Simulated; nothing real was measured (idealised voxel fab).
process module | voxel gate over fins
240 nm wide, 5 nm square cells: that's cross-section cut.
Format of a cross-section: grid, square cells. Given as bands. Order: top down. Band: one or more rows of cells.
It is stipulated that each band's entry specify, in nanometres, the height of the top of the band and then that of its bottom, followed by the materials of the band in left-to-right sequence, each together with its width in nanometres. A single material marked by the word "full width" is understood to fill the band from edge to edge; the word "empty" is understood to denote empty space.
Note: height 0 marks the level under which the wafer is uniformly one material as received. Lowest band unbounded below, written "0 and below".
Width spec "30 to 40" -> top row of cells at first value, bottom row at second value, equal per-row change in between.
"remained unchanged", as given for a step, is the statement that not any cell of the cross-section underwent a change during that step.
If an empty space has no open way to the top and is at least 8 cells in size, "Unvented cavities" lists it, written width x height at distance, where distance is measured from the left edge and every value is in nm.
If you see something after the settings on a step's line, that's the simulator's own remark about that step.
overlay nm: step with mask; distance mask lay right of planned place; negative value = left of planned place.
Below is the list of planned process steps
- 1: RECEIVE | material Si
- 2: CONFORMAL_DEP | material SiN | thk nm 5
- 3: PATTERN | tone cover | mask id FINS | material resist | width nm 15 | pitch nm 60 | thk nm 20 | overlay nm 0
- 4: DIRECTIONAL_ETCH | etch materials SiN | depth nm 5
- 5: DIRECTIONAL_ETCH | etch materials Si | depth nm 35
- 6: STRIP | etch materials resist
- 7: OXIDIZE | depth nm 5
- 8: FILL_DEP | material SiO2 | thk nm 15
- 9: CMP | height nm 5
- 10: MASKED_ETCH | tone open | mask id RAIL | width nm 15 | etch materials SiO2 | depth nm 35 | overlay nm 0
- 11: CONFORMAL_DEP | material TiN | thk nm 5
- 12: FILL_DEP | material W | thk nm 5
- 13: CMP | height nm 5
- 14: SELECTIVE_ETCH | etch materials W Ru TiN | depth nm 30
- 15: FILL_DEP | material SiO2 | thk nm 5
- 16: CMP | height nm 5
- 17: SELECTIVE_ETCH | etch materials SiO2 | depth nm 20
- 18: STRIP | etch materials SiN
- 19: CONFORMAL_DEP | material HfO2 | thk nm 5
- 20: CONFORMAL_DEP | material TiN | thk nm 5
- 21: CONFORMAL_DEP | material TiAl | thk nm 5
- 22: CONFORMAL_DEP | material TiN | thk nm 5
- 23: FILL_DEP | material W | thk nm 15
- 24: CMP | height nm 30
- 25: CONFORMAL_DEP | material SiCN | thk nm 5
First of two wafers, processed according to plan
This is the cross-section of the wafer as we received it, i.e. after step 1
    0 and below = Si full width
    Unvented cavities: none
Wafer after step 2 (cross-section)
    5 down to 0 = SiN full width
    Below 0 it's all the same as before, nothing changed down there.
Wafer after step 3 (cross-section)
    25 down to 5 = empty 80 nm  resist 15 nm  empty 45 nm  resist 15 nm  empty 85 nm
    Below 5 it's all the same as before, nothing changed down there.
Wafer after step 4 (cross-section)
    25 down to 5 = empty 80 nm  resist 15 nm  empty 45 nm  resist 15 nm  empty 85 nm
    5 down to 0 = empty 80 nm  SiN 15 nm  empty 45 nm  SiN 15 nm  empty 85 nm
    Below 0 it's all the same as before, nothing changed down there.
Wafer after step 5 (cross-section)
    25 down to 5 = empty 80 nm  resist 15 nm  empty 45 nm  resist 15 nm  empty 85 nm
    5 down to 0 = empty 80 nm  SiN 15 nm  empty 45 nm  SiN 15 nm  empty 85 nm
    0 down to -35 = empty 80 nm  Si 15 nm  empty 45 nm  Si 15 nm  empty 85 nm
    Below -35 it's all the same as before, nothing changed down there.
Wafer after step 6 (cross-section)
    5 down to 0 = empty 80 nm  SiN 15 nm  empty 45 nm  SiN 15 nm  empty 85 nm
    Below 0 it's all the same as before, nothing changed down there.
Wafer after step 7 (cross-section)
    5 down to 0 = empty 80 nm  SiN 15 nm  empty 45 nm  SiN 15 nm  empty 85 nm
    0 down to -35 = empty 80 nm  SiO2 5 nm  Si 5 nm  SiO2 5 nm  empty 45 nm  SiO2 5 nm  Si 5 nm  SiO2 5 nm  empty 85 nm
    -35 down to -40 = SiO2 85 nm  Si 5 nm  SiO2 55 nm  Si 5 nm  SiO2 90 nm
    Below -40 it's all the same as before, nothing changed down there.
Wafer after step 8 (cross-section)
    20 down to 5 = SiO2 full width
    5 down to 0 = SiO2 80 nm  SiN 15 nm  SiO2 45 nm  SiN 15 nm  SiO2 85 nm
    0 down to -40 = SiO2 85 nm  Si 5 nm  SiO2 55 nm  Si 5 nm  SiO2 90 nm
    Below -40 it's all the same as before, nothing changed down there.
Wafer after step 9 (cross-section)
    5 down to 0 = SiO2 80 nm  SiN 15 nm  SiO2 45 nm  SiN 15 nm  SiO2 85 nm
    Below 0 it's all the same as before, nothing changed down there.
Wafer after step 10 (cross-section)
    5 down to 0 = SiO2 80 nm  SiN 15 nm  SiO2 15 nm  empty 15 nm  SiO2 15 nm  SiN 15 nm  SiO2 85 nm
    0 down to -30 = SiO2 85 nm  Si 5 nm  SiO2 20 nm  empty 15 nm  SiO2 20 nm  Si 5 nm  SiO2 90 nm
    Below -30 it's all the same as before, nothing changed down there.
Wafer after step 11 (cross-section)
    10 down to 5 = TiN 115 nm  empty 5 nm  TiN 120 nm
    5 down to 0 = SiO2 80 nm  SiN 15 nm  SiO2 15 nm  TiN 5 nm  empty 5 nm  TiN 5 nm  SiO2 15 nm  SiN 15 nm  SiO2 85 nm
    0 down to -25 = SiO2 85 nm  Si 5 nm  SiO2 20 nm  TiN 5 nm  empty 5 nm  TiN 5 nm  SiO2 20 nm  Si 5 nm  SiO2 90 nm
    -25 down to -30 = SiO2 85 nm  Si 5 nm  SiO2 20 nm  TiN 15 nm  SiO2 20 nm  Si 5 nm  SiO2 90 nm
    Below -30 it's all the same as before, nothing changed down there.
Wafer after step 12 (cross-section)
    15 down to 10 = W full width
    10 down to 5 = TiN 115 nm  W 5 nm  TiN 120 nm
    5 down to 0 = SiO2 80 nm  SiN 15 nm  SiO2 15 nm  TiN 5 nm  W 5 nm  TiN 5 nm  SiO2 15 nm  SiN 15 nm  SiO2 85 nm
    0 down to -25 = SiO2 85 nm  Si 5 nm  SiO2 20 nm  TiN 5 nm  W 5 nm  TiN 5 nm  SiO2 20 nm  Si 5 nm  SiO2 90 nm
    Below -25 it's all the same as before, nothing changed down there.
Wafer after step 13 (cross-section)
    5 down to 0 = SiO2 80 nm  SiN 15 nm  SiO2 15 nm  TiN 5 nm  W 5 nm  TiN 5 nm  SiO2 15 nm  SiN 15 nm  SiO2 85 nm
    Below 0 it's all the same as before, nothing changed down there.
Wafer after step 14 (cross-section)
    5 down to 0 = SiO2 80 nm  SiN 15 nm  SiO2 15 nm  empty 15 nm  SiO2 15 nm  SiN 15 nm  SiO2 85 nm
    0 down to -25 = SiO2 85 nm  Si 5 nm  SiO2 20 nm  empty 15 nm  SiO2 20 nm  Si 5 nm  SiO2 90 nm
    Below -25 it's all the same as before, nothing changed down there.
Wafer after step 15 (cross-section)
    10 down to 5 = SiO2 full width
    5 down to 0 = SiO2 80 nm  SiN 15 nm  SiO2 45 nm  SiN 15 nm  SiO2 85 nm
    0 down to -25 = SiO2 85 nm  Si 5 nm  SiO2 55 nm  Si 5 nm  SiO2 90 nm
    Below -25 it's all the same as before, nothing changed down there.
Wafer after step 16 (cross-section)
    5 down to 0 = SiO2 80 nm  SiN 15 nm  SiO2 45 nm  SiN 15 nm  SiO2 85 nm
    Below 0 it's all the same as before, nothing changed down there.
Wafer after step 17 (cross-section)
    5 down to 0 = empty 80 nm  SiN 15 nm  empty 45 nm  SiN 15 nm  empty 85 nm
    0 down to -15 = empty 85 nm  Si 5 nm  empty 55 nm  Si 5 nm  empty 90 nm
    Below -15 it's all the same as before, nothing changed down there.
Wafer after step 18 (cross-section)
    0 down to -15 = empty 85 nm  Si 5 nm  empty 55 nm  Si 5 nm  empty 90 nm
    Below -15 it's all the same as before, nothing changed down there.
Wafer after step 19 (cross-section)
    5 down to 0 = empty 80 nm  HfO2 15 nm  empty 45 nm  HfO2 15 nm  empty 85 nm
    0 down to -10 = empty 80 nm  HfO2 5 nm  Si 5 nm  HfO2 5 nm  empty 45 nm  HfO2 5 nm  Si 5 nm  HfO2 5 nm  empty 85 nm
    -10 down to -15 = HfO2 85 nm  Si 5 nm  HfO2 55 nm  Si 5 nm  HfO2 90 nm
    Below -15 it's all the same as before, nothing changed down there.
Wafer after step 20 (cross-section)
    10 down to 5 = empty 75 nm  TiN 25 nm  empty 35 nm  TiN 25 nm  empty 80 nm
    5 down to 0 = empty 75 nm  TiN 5 nm  HfO2 15 nm  TiN 5 nm  empty 35 nm  TiN 5 nm  HfO2 15 nm  TiN 5 nm  empty 80 nm
    0 down to -5 = empty 75 nm  TiN 5 nm  HfO2 5 nm  Si 5 nm  HfO2 5 nm  TiN 5 nm  empty 35 nm  TiN 5 nm  HfO2 5 nm  Si 5 nm  HfO2 5 nm  TiN 5 nm  empty 80 nm
    -5 down to -10 = TiN 80 nm  HfO2 5 nm  Si 5 nm  HfO2 5 nm  TiN 45 nm  HfO2 5 nm  Si 5 nm  HfO2 5 nm  TiN 85 nm
    Below -10 it's all the same as before, nothing changed down there.
Wafer after step 21 (cross-section)
    15 down to 10 = empty 70 nm  TiAl 35 nm  empty 25 nm  TiAl 35 nm  empty 75 nm
    10 down to 5 = empty 70 nm  TiAl 5 nm  TiN 25 nm  TiAl 5 nm  empty 25 nm  TiAl 5 nm  TiN 25 nm  TiAl 5 nm  empty 75 nm
    5 down to 0 = empty 70 nm  TiAl 5 nm  TiN 5 nm  HfO2 15 nm  TiN 5 nm  TiAl 5 nm  empty 25 nm  TiAl 5 nm  TiN 5 nm  HfO2 15 nm  TiN 5 nm  TiAl 5 nm  empty 75 nm
    0 down to -5 = TiAl 75 nm  TiN 5 nm  HfO2 5 nm  Si 5 nm  HfO2 5 nm  TiN 5 nm  TiAl 35 nm  TiN 5 nm  HfO2 5 nm  Si 5 nm  HfO2 5 nm  TiN 5 nm  TiAl 80 nm
    Below -5 it's all the same as before, nothing changed down there.
Wafer after step 22 (cross-section)
    20 down to 15 = empty 65 nm  TiN 45 nm  empty 15 nm  TiN 45 nm  empty 70 nm
    15 down to 10 = empty 65 nm  TiN 5 nm  TiAl 35 nm  TiN 5 nm  empty 15 nm  TiN 5 nm  TiAl 35 nm  TiN 5 nm  empty 70 nm
    10 down to 5 = empty 65 nm  TiN 5 nm  TiAl 5 nm  TiN 25 nm  TiAl 5 nm  TiN 5 nm  empty 15 nm  TiN 5 nm  TiAl 5 nm  TiN 25 nm  TiAl 5 nm  TiN 5 nm  empty 70 nm
    5 down to 0 = TiN 70 nm  TiAl 5 nm  TiN 5 nm  HfO2 15 nm  TiN 5 nm  TiAl 5 nm  TiN 25 nm  TiAl 5 nm  TiN 5 nm  HfO2 15 nm  TiN 5 nm  TiAl 5 nm  TiN 75 nm
    Below 0 it's all the same as before, nothing changed down there.
Wafer after step 23 (cross-section)
    35 down to 20 = W full width
    20 down to 15 = W 65 nm  TiN 45 nm  W 15 nm  TiN 45 nm  W 70 nm
    15 down to 10 = W 65 nm  TiN 5 nm  TiAl 35 nm  TiN 5 nm  W 15 nm  TiN 5 nm  TiAl 35 nm  TiN 5 nm  W 70 nm
    10 down to 5 = W 65 nm  TiN 5 nm  TiAl 5 nm  TiN 25 nm  TiAl 5 nm  TiN 5 nm  W 15 nm  TiN 5 nm  TiAl 5 nm  TiN 25 nm  TiAl 5 nm  TiN 5 nm  W 70 nm
    Below 5 it's all the same as before, nothing changed down there.
Wafer after step 24 (cross-section)
    30 down to 20 = W full width
    Below 20 it's all the same as before, nothing changed down there.
Wafer after step 25 (cross-section)
    35 down to 30 = SiCN full width
    Below 30 it's all the same as before, nothing changed down there.
The second wafer began exactly as the first did and followed the same plan, but one mistake was made while running it; through step 9 inclusive, the two wafers are identical
Second wafer at the planned finish of step 10, seen in cross-section
    5 down to 0 = empty 80 nm  SiN 15 nm  empty 15 nm  SiO2 15 nm  empty 15 nm  SiN 15 nm  empty 85 nm
    0 down to -30 = empty 80 nm  SiO2 5 nm  Si 5 nm  SiO2 5 nm  empty 15 nm  SiO2 15 nm  empty 15 nm  SiO2 5 nm  Si 5 nm  SiO2 5 nm  empty 85 nm
    Below -30 it's all the same as before, nothing changed down there.
Second wafer at the planned finish of step 11, seen in cross-section
    10 down to 5 = empty 75 nm  TiN 25 nm  empty 5 nm  TiN 25 nm  empty 5 nm  TiN 25 nm  empty 80 nm
    5 down to 0 = empty 75 nm  TiN 5 nm  SiN 15 nm  TiN 5 nm  empty 5 nm  TiN 5 nm  SiO2 15 nm  TiN 5 nm  empty 5 nm  TiN 5 nm  SiN 15 nm  TiN 5 nm  empty 80 nm
    0 down to -25 = empty 75 nm  TiN 5 nm  SiO2 5 nm  Si 5 nm  SiO2 5 nm  TiN 5 nm  empty 5 nm  TiN 5 nm  SiO2 15 nm  TiN 5 nm  empty 5 nm  TiN 5 nm  SiO2 5 nm  Si 5 nm  SiO2 5 nm  TiN 5 nm  empty 80 nm
    -25 down to -30 = TiN 80 nm  SiO2 5 nm  Si 5 nm  SiO2 5 nm  TiN 15 nm  SiO2 15 nm  TiN 15 nm  SiO2 5 nm  Si 5 nm  SiO2 5 nm  TiN 85 nm
    Below -30 it's all the same as before, nothing changed down there.
Second wafer at the planned finish of step 12, seen in cross-section
    15 down to 10 = W full width
    10 down to 5 = W 75 nm  TiN 25 nm  W 5 nm  TiN 25 nm  W 5 nm  TiN 25 nm  W 80 nm
    5 down to 0 = W 75 nm  TiN 5 nm  SiN 15 nm  TiN 5 nm  W 5 nm  TiN 5 nm  SiO2 15 nm  TiN 5 nm  W 5 nm  TiN 5 nm  SiN 15 nm  TiN 5 nm  W 80 nm
    0 down to -25 = W 75 nm  TiN 5 nm  SiO2 5 nm  Si 5 nm  SiO2 5 nm  TiN 5 nm  W 5 nm  TiN 5 nm  SiO2 15 nm  TiN 5 nm  W 5 nm  TiN 5 nm  SiO2 5 nm  Si 5 nm  SiO2 5 nm  TiN 5 nm  W 80 nm
    Below -25 it's all the same as before, nothing changed down there.
Second wafer at the planned finish of step 13, seen in cross-section
    5 down to 0 = W 75 nm  TiN 5 nm  SiN 15 nm  TiN 5 nm  W 5 nm  TiN 5 nm  SiO2 15 nm  TiN 5 nm  W 5 nm  TiN 5 nm  SiN 15 nm  TiN 5 nm  W 80 nm
    Below 0 it's all the same as before, nothing changed down there.
Second wafer at the planned finish of step 14, seen in cross-section
    5 down to 0 = empty 80 nm  SiN 15 nm  empty 15 nm  SiO2 15 nm  empty 15 nm  SiN 15 nm  empty 85 nm
    0 down to -25 = empty 80 nm  SiO2 5 nm  Si 5 nm  SiO2 5 nm  empty 15 nm  SiO2 15 nm  empty 15 nm  SiO2 5 nm  Si 5 nm  SiO2 5 nm  empty 85 nm
    Below -25 it's all the same as before, nothing changed down there.
Second wafer at the planned finish of step 15, seen in cross-section
    10 down to 5 = SiO2 full width
    5 down to 0 = SiO2 80 nm  SiN 15 nm  SiO2 45 nm  SiN 15 nm  SiO2 85 nm
    0 down to -25 = SiO2 85 nm  Si 5 nm  SiO2 55 nm  Si 5 nm  SiO2 90 nm
    Below -25 it's all the same as before, nothing changed down there.
Second wafer at the planned finish of step 16, seen in cross-section
    5 down to 0 = SiO2 80 nm  SiN 15 nm  SiO2 45 nm  SiN 15 nm  SiO2 85 nm
    Below 0 it's all the same as before, nothing changed down there.
Second wafer at the planned finish of step 17, seen in cross-section
    5 down to 0 = empty 80 nm  SiN 15 nm  empty 45 nm  SiN 15 nm  empty 85 nm
    0 down to -15 = empty 85 nm  Si 5 nm  empty 55 nm  Si 5 nm  empty 90 nm
    Below -15 it's all the same as before, nothing changed down there.
Second wafer at the planned finish of step 18, seen in cross-section
    0 down to -15 = empty 85 nm  Si 5 nm  empty 55 nm  Si 5 nm  empty 90 nm
    Below -15 it's all the same as before, nothing changed down there.
Second wafer at the planned finish of step 19, seen in cross-section
    5 down to 0 = empty 80 nm  HfO2 15 nm  empty 45 nm  HfO2 15 nm  empty 85 nm
    0 down to -10 = empty 80 nm  HfO2 5 nm  Si 5 nm  HfO2 5 nm  empty 45 nm  HfO2 5 nm  Si 5 nm  HfO2 5 nm  empty 85 nm
    -10 down to -15 = HfO2 85 nm  Si 5 nm  HfO2 55 nm  Si 5 nm  HfO2 90 nm
    Below -15 it's all the same as before, nothing changed down there.
Second wafer at the planned finish of step 20, seen in cross-section
    10 down to 5 = empty 75 nm  TiN 25 nm  empty 35 nm  TiN 25 nm  empty 80 nm
    5 down to 0 = empty 75 nm  TiN 5 nm  HfO2 15 nm  TiN 5 nm  empty 35 nm  TiN 5 nm  HfO2 15 nm  TiN 5 nm  empty 80 nm
    0 down to -5 = empty 75 nm  TiN 5 nm  HfO2 5 nm  Si 5 nm  HfO2 5 nm  TiN 5 nm  empty 35 nm  TiN 5 nm  HfO2 5 nm  Si 5 nm  HfO2 5 nm  TiN 5 nm  empty 80 nm
    -5 down to -10 = TiN 80 nm  HfO2 5 nm  Si 5 nm  HfO2 5 nm  TiN 45 nm  HfO2 5 nm  Si 5 nm  HfO2 5 nm  TiN 85 nm
    Below -10 it's all the same as before, nothing changed down there.
Second wafer at the planned finish of step 21, seen in cross-section
    15 down to 10 = empty 70 nm  TiAl 35 nm  empty 25 nm  TiAl 35 nm  empty 75 nm
    10 down to 5 = empty 70 nm  TiAl 5 nm  TiN 25 nm  TiAl 5 nm  empty 25 nm  TiAl 5 nm  TiN 25 nm  TiAl 5 nm  empty 75 nm
    5 down to 0 = empty 70 nm  TiAl 5 nm  TiN 5 nm  HfO2 15 nm  TiN 5 nm  TiAl 5 nm  empty 25 nm  TiAl 5 nm  TiN 5 nm  HfO2 15 nm  TiN 5 nm  TiAl 5 nm  empty 75 nm
    0 down to -5 = TiAl 75 nm  TiN 5 nm  HfO2 5 nm  Si 5 nm  HfO2 5 nm  TiN 5 nm  TiAl 35 nm  TiN 5 nm  HfO2 5 nm  Si 5 nm  HfO2 5 nm  TiN 5 nm  TiAl 80 nm
    Below -5 it's all the same as before, nothing changed down there.
Second wafer at the planned finish of step 22, seen in cross-section
    20 down to 15 = empty 65 nm  TiN 45 nm  empty 15 nm  TiN 45 nm  empty 70 nm
    15 down to 10 = empty 65 nm  TiN 5 nm  TiAl 35 nm  TiN 5 nm  empty 15 nm  TiN 5 nm  TiAl 35 nm  TiN 5 nm  empty 70 nm
    10 down to 5 = empty 65 nm  TiN 5 nm  TiAl 5 nm  TiN 25 nm  TiAl 5 nm  TiN 5 nm  empty 15 nm  TiN 5 nm  TiAl 5 nm  TiN 25 nm  TiAl 5 nm  TiN 5 nm  empty 70 nm
    5 down to 0 = TiN 70 nm  TiAl 5 nm  TiN 5 nm  HfO2 15 nm  TiN 5 nm  TiAl 5 nm  TiN 25 nm  TiAl 5 nm  TiN 5 nm  HfO2 15 nm  TiN 5 nm  TiAl 5 nm  TiN 75 nm
    Below 0 it's all the same as before, nothing changed down there.
Second wafer at the planned finish of step 23, seen in cross-section
    35 down to 20 = W full width
    20 down to 15 = W 65 nm  TiN 45 nm  W 15 nm  TiN 45 nm  W 70 nm
    15 down to 10 = W 65 nm  TiN 5 nm  TiAl 35 nm  TiN 5 nm  W 15 nm  TiN 5 nm  TiAl 35 nm  TiN 5 nm  W 70 nm
    10 down to 5 = W 65 nm  TiN 5 nm  TiAl 5 nm  TiN 25 nm  TiAl 5 nm  TiN 5 nm  W 15 nm  TiN 5 nm  TiAl 5 nm  TiN 25 nm  TiAl 5 nm  TiN 5 nm  W 70 nm
    Below 5 it's all the same as before, nothing changed down there.
Second wafer at the planned finish of step 24, seen in cross-section
    30 down to 20 = W full width
    Below 20 it's all the same as before, nothing changed down there.
Second wafer at the planned finish of step 25, seen in cross-section
    35 down to 30 = SiCN full width
    Below 30 it's all the same as before, nothing changed down there.
It is concluded that the wafer was processed incorrectly with respect to the plan, in that rather than as planned, step 10 actually ran as MASKED_ETCH | tone cover | mask id RAIL | width nm 15 | etch materials SiO2 | depth nm 35 | overlay nm 0
Per the end-of-run cell counts, the second wafer holds more or fewer of some materials than the first: 36 fewer of SiO2 | 36 more of TiN
